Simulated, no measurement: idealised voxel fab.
The document below concerns the process module designated voxel capacitor over wiring.
The cross-section on display is named cut; it measures 215 nm wide, and its cells are 5 nm squares.
A cross-section in this document is a grid of square cells, and it is written down as bands, the top band listed before the ones below it; a band is made up of one or more rows of cells.
Each band's line starts with the height of the band's top and of its bottom, in nm. Then come its materials from left to right, each with its width in nm. One material with "all across" fills the band from edge to edge. "empty" is empty space.
Convention: height 0 is the level below which the wafer, as received, is all one material. The lowest band does not terminate at the bottom but continues downward, represented as "0 and below".
Width "30..40": first value at the band's top row of cells, second value at its bottom row, equal change from row to row.
"nothing got changed" after a step means that no cell of the cross-section changed.
The list in "Closed internal cavities" covers empty spaces of 8 cells or more that cannot reach the top through any open way, and it gives each as width x height at distance; the distance is from the left edge, and width, height and distance are in nm.
That trailing text on a step's line, after the settings, is the simulator's own remark on the step.
overlay nm: mask right of planned place by this much (step with mask). Neg. = left.

### Steps planned for the process
1. RECEIVE [material Si]
2. CONFORMAL_DEP [material SiO2] [thk nm 15]
3. DIRECTIONAL_DEP [material TiN] [thk nm 5]
4. DIRECTIONAL_DEP [material W] [thk nm 15]
5. DIRECTIONAL_DEP [material aC] [thk nm 15]
6. PATTERN [tone cover] [mask id METAL_1] [material resist] [width nm 20] [pitch nm 70] [thk nm 35] [overlay nm 0]
7. DIRECTIONAL_ETCH [etch materials aC] [depth nm 15]
8. STRIP [etch materials resist]
9. DIRECTIONAL_ETCH [etch materials W] [depth nm 15]
10. DIRECTIONAL_ETCH [etch materials TiN] [depth nm 5]
11. STRIP [etch materials aC]
12. CONFORMAL_DEP [material SiN] [thk nm 5]
13. FILL_DEP [material lowk] [thk nm 10]
14. CMP [height nm 35]
15. CONFORMAL_DEP [material SiCN] [thk nm 5]
16. DIRECTIONAL_DEP [material lowk] [thk nm 20]
17. MASKED_ETCH [tone open] [mask id PLUG_1] [width nm 15] [etch materials lowk] [depth nm 20] [overlay nm 0]
18. MASKED_ETCH [tone open] [mask id PLUG_1] [width nm 15] [etch materials SiCN] [depth nm 5] [overlay nm 0]
19. CONFORMAL_DEP [material TiN] [thk nm 5]
20. FILL_DEP [material Cu] [thk nm 10]
21. CMP [height nm 60]
22. DIRECTIONAL_DEP [material TiN] [thk nm 10]
23. DIRECTIONAL_DEP [material HfO2] [thk nm 5]
24. DIRECTIONAL_DEP [material TiN] [thk nm 10]
25. PATTERN [tone cover] [mask id UPPER_PLATE] [material resist] [width nm 55] [thk nm 15] [overlay nm 0]
26. DIRECTIONAL_ETCH [etch materials TiN] [depth nm 10]
27. DIRECTIONAL_ETCH [etch materials HfO2] [depth nm 5]
28. STRIP [etch materials resist]
29. PATTERN [tone cover] [mask id LOWER_PLATE] [material resist] [width nm 65] [thk nm 20] [overlay nm 0]
30. DIRECTIONAL_ETCH [etch materials TiN] [depth nm 10]
31. STRIP [etch materials resist]
32. FILL_DEP [material SiO2] [thk nm 20]
33. CMP [height nm 100]
34. MASKED_ETCH [tone open] [mask id PLUG_2] [width nm 15] [etch materials SiO2] [depth nm 15] [overlay nm 0]
35. CONFORMAL_DEP [material TiN] [thk nm 5]
36. FILL_DEP [material Cu] [thk nm 10]
37. CMP [height nm 100]
38. CONFORMAL_DEP [material SiN] [thk nm 5]

### First of two wafers: run as planned

### As received (post step 1): cross-section
> 0 and below = Si all across
> Closed internal cavities: none

### After step 2, in cross-section
> 15 down to 0 = SiO2 all across
> Note: structure below 0 unchanged.

### After step 3, in cross-section
> 20 down to 15 = TiN all across
> Note: structure below 15 unchanged.

### After step 4, in cross-section
> 35 down to 20 = W all across
> Note: structure below 20 unchanged.

### After step 5, in cross-section
> 50 down to 35 = aC all across
> Note: structure below 35 unchanged.

### After step 6, in cross-section
> 85 down to 50 = empty: 60 | resist: 20 | empty: 50 | resist: 20 | empty: 65
> Note: structure below 50 unchanged.

### After step 7, in cross-section
> 70 down to 50 = empty: 60 | resist: 20 | empty: 50 | resist: 20 | empty: 65
> 50 down to 35 = empty: 60 | aC: 20 | empty: 50 | aC: 20 | empty: 65
> Note: structure below 35 unchanged.

### After step 8, in cross-section
> 50 down to 35 = empty: 60 | aC: 20 | empty: 50 | aC: 20 | empty: 65
> Note: structure below 35 unchanged.

### After step 9, in cross-section
> 50 down to 35 = empty: 60 | aC: 20 | empty: 50 | aC: 20 | empty: 65
> 35 down to 20 = empty: 60 | W: 20 | empty: 50 | W: 20 | empty: 65
> Note: structure below 20 unchanged.

### After step 10, in cross-section
> 50 down to 35 = empty: 60 | aC: 20 | empty: 50 | aC: 20 | empty: 65
> 35 down to 20 = empty: 60 | W: 20 | empty: 50 | W: 20 | empty: 65
> 20 down to 15 = empty: 60 | TiN: 20 | empty: 50 | TiN: 20 | empty: 65
> Note: structure below 15 unchanged.

### After step 11, in cross-section
> 35 down to 20 = empty: 60 | W: 20 | empty: 50 | W: 20 | empty: 65
> Note: structure below 20 unchanged.

### After step 12, in cross-section
> 40 down to 35 = empty: 55 | SiN: 30 | empty: 40 | SiN: 30 | empty: 60
> 35 down to 20 = empty: 55 | SiN: 5 | W: 20 | SiN: 5 | empty: 40 | SiN: 5 | W: 20 | SiN: 5 | empty: 60
> 20 down to 15 = SiN: 60 | TiN: 20 | SiN: 50 | TiN: 20 | SiN: 65
> Note: structure below 15 unchanged.

### After step 13, in cross-section
> 50 down to 40 = lowk all across
> 40 down to 35 = lowk: 55 | SiN: 30 | lowk: 40 | SiN: 30 | lowk: 60
> 35 down to 20 = lowk: 55 | SiN: 5 | W: 20 | SiN: 5 | lowk: 40 | SiN: 5 | W: 20 | SiN: 5 | lowk: 60
> Note: structure below 20 unchanged.

### After step 14, in cross-section
> 35 down to 20 = lowk: 55 | SiN: 5 | W: 20 | SiN: 5 | lowk: 40 | SiN: 5 | W: 20 | SiN: 5 | lowk: 60
> Note: structure below 20 unchanged.

### After step 15, in cross-section
> 40 down to 35 = SiCN all across
> Note: structure below 35 unchanged.

### After step 16, in cross-section
> 60 down to 40 = lowk all across
> Note: structure below 40 unchanged.

### After step 17, in cross-section
> 60 down to 40 = lowk: 65 | empty: 15 | lowk: 135
> Note: structure below 40 unchanged.

### After step 18, in cross-section
> 60 down to 40 = lowk: 65 | empty: 15 | lowk: 135
> 40 down to 35 = SiCN: 65 | empty: 15 | SiCN: 135
> Note: structure below 35 unchanged.

### After step 19, in cross-section
> 65 down to 60 = TiN: 70 | empty: 5 | TiN: 140
> 60 down to 40 = lowk: 65 | TiN: 5 | empty: 5 | TiN: 5 | lowk: 135
> 40 down to 35 = SiCN: 65 | TiN: 15 | SiCN: 135
> Note: structure below 35 unchanged.

### After step 20, in cross-section
> 75 down to 65 = Cu all across
> 65 down to 60 = TiN: 70 | Cu: 5 | TiN: 140
> 60 down to 40 = lowk: 65 | TiN: 5 | Cu: 5 | TiN: 5 | lowk: 135
> Note: structure below 40 unchanged.

### After step 21, in cross-section
> 60 down to 40 = lowk: 65 | TiN: 5 | Cu: 5 | TiN: 5 | lowk: 135
> Note: structure below 40 unchanged.

### After step 22, in cross-section
> 70 down to 60 = TiN all across
> Note: structure below 60 unchanged.

### After step 23, in cross-section
> 75 down to 70 = HfO2 all across
> Note: structure below 70 unchanged.

### After step 24, in cross-section
> 85 down to 75 = TiN all across
> Note: structure below 75 unchanged.

### After step 25, in cross-section
> 100 down to 85 = empty: 65 | resist: 55 | empty: 95
> Note: structure below 85 unchanged.

### After step 26, in cross-section
> 100 down to 85 = empty: 65 | resist: 55 | empty: 95
> 85 down to 75 = empty: 65 | TiN: 55 | empty: 95
> Note: structure below 75 unchanged.

### After step 27, in cross-section
> 100 down to 85 = empty: 65 | resist: 55 | empty: 95
> 85 down to 75 = empty: 65 | TiN: 55 | empty: 95
> 75 down to 70 = empty: 65 | HfO2: 55 | empty: 95
> Note: structure below 70 unchanged.

### After step 28, in cross-section
> 85 down to 75 = empty: 65 | TiN: 55 | empty: 95
> Note: structure below 75 unchanged.

### After step 29, in cross-section
> 105 down to 85 = empty: 60 | resist: 65 | empty: 90
> 85 down to 75 = empty: 60 | resist: 5 | TiN: 55 | resist: 5 | empty: 90
> 75 down to 70 = empty: 60 | resist: 5 | HfO2: 55 | resist: 5 | empty: 90
> Note: structure below 70 unchanged.

### After step 30, in cross-section
> 105 down to 85 = empty: 60 | resist: 65 | empty: 90
> 85 down to 75 = empty: 60 | resist: 5 | TiN: 55 | resist: 5 | empty: 90
> 75 down to 70 = empty: 60 | resist: 5 | HfO2: 55 | resist: 5 | empty: 90
> 70 down to 60 = empty: 60 | TiN: 65 | empty: 90
> Note: structure below 60 unchanged.

### After step 31, in cross-section
> 85 down to 75 = empty: 65 | TiN: 55 | empty: 95
> 75 down to 70 = empty: 65 | HfO2: 55 | empty: 95
> Note: structure below 70 unchanged.

### After step 32, in cross-section
> 105 down to 85 = SiO2 all across
> 85 down to 75 = SiO2: 65 | TiN: 55 | SiO2: 95
> 75 down to 70 = SiO2: 65 | HfO2: 55 | SiO2: 95
> 70 down to 60 = SiO2: 60 | TiN: 65 | SiO2: 90
> Note: structure below 60 unchanged.

### After step 33, in cross-section
> 100 down to 85 = SiO2 all across
> Note: structure below 85 unchanged.

### After step 34, in cross-section
> 100 down to 85 = SiO2: 75 | empty: 15 | SiO2: 125
> Note: structure below 85 unchanged.

### After step 35, in cross-section
> 105 down to 100 = TiN: 80 | empty: 5 | TiN: 130
> 100 down to 90 = SiO2: 75 | TiN: 5 | empty: 5 | TiN: 5 | SiO2: 125
> 90 down to 85 = SiO2: 75 | TiN: 15 | SiO2: 125
> Note: structure below 85 unchanged.

### After step 36, in cross-section
> 115 down to 105 = Cu all across
> 105 down to 100 = TiN: 80 | Cu: 5 | TiN: 130
> 100 down to 90 = SiO2: 75 | TiN: 5 | Cu: 5 | TiN: 5 | SiO2: 125
> Note: structure below 90 unchanged.

### After step 37, in cross-section
> 100 down to 90 = SiO2: 75 | TiN: 5 | Cu: 5 | TiN: 5 | SiO2: 125
> Note: structure below 90 unchanged.

### After step 38, in cross-section
> 105 down to 100 = SiN all across
> Note: structure below 100 unchanged.

### Wafer two. Same start, same plan, one slip in execution. Same as wafer one through step 33, inclusive

### Look at the second wafer in cross-section at the time step 34 ought to have finished
> 100 down to 85 = SiO2: 65 | empty: 15 | SiO2: 135
> Note: structure below 85 unchanged.

### Look at the second wafer in cross-section at the time step 35 ought to have finished
> 105 down to 100 = TiN: 70 | empty: 5 | TiN: 140
> 100 down to 90 = SiO2: 65 | TiN: 5 | empty: 5 | TiN: 5 | SiO2: 135
> 90 down to 85 = SiO2: 65 | TiN: 15 | SiO2: 135
> Note: structure below 85 unchanged.

### Look at the second wafer in cross-section at the time step 36 ought to have finished
> 115 down to 105 = Cu all across
> 105 down to 100 = TiN: 70 | Cu: 5 | TiN: 140
> 100 down to 90 = SiO2: 65 | TiN: 5 | Cu: 5 | TiN: 5 | SiO2: 135
> Note: structure below 90 unchanged.

### Look at the second wafer in cross-section at the time step 37 ought to have finished
> 100 down to 90 = SiO2: 65 | TiN: 5 | Cu: 5 | TiN: 5 | SiO2: 135
> Note: structure below 90 unchanged.

### Look at the second wafer in cross-section at the time step 38 ought to have finished
> 105 down to 100 = SiN all across
> Note: structure below 100 unchanged.
Which mistake was made when the wafer was run? step 34 was run on a setting that differed from the plan, and what really ran there is MASKED_ETCH [tone open] [mask id PLUG_2] [width nm 15] [etch materials SiO2] [depth nm 15] [overlay nm -10]
Both wafers, final: cells per material equal; arrangement not.
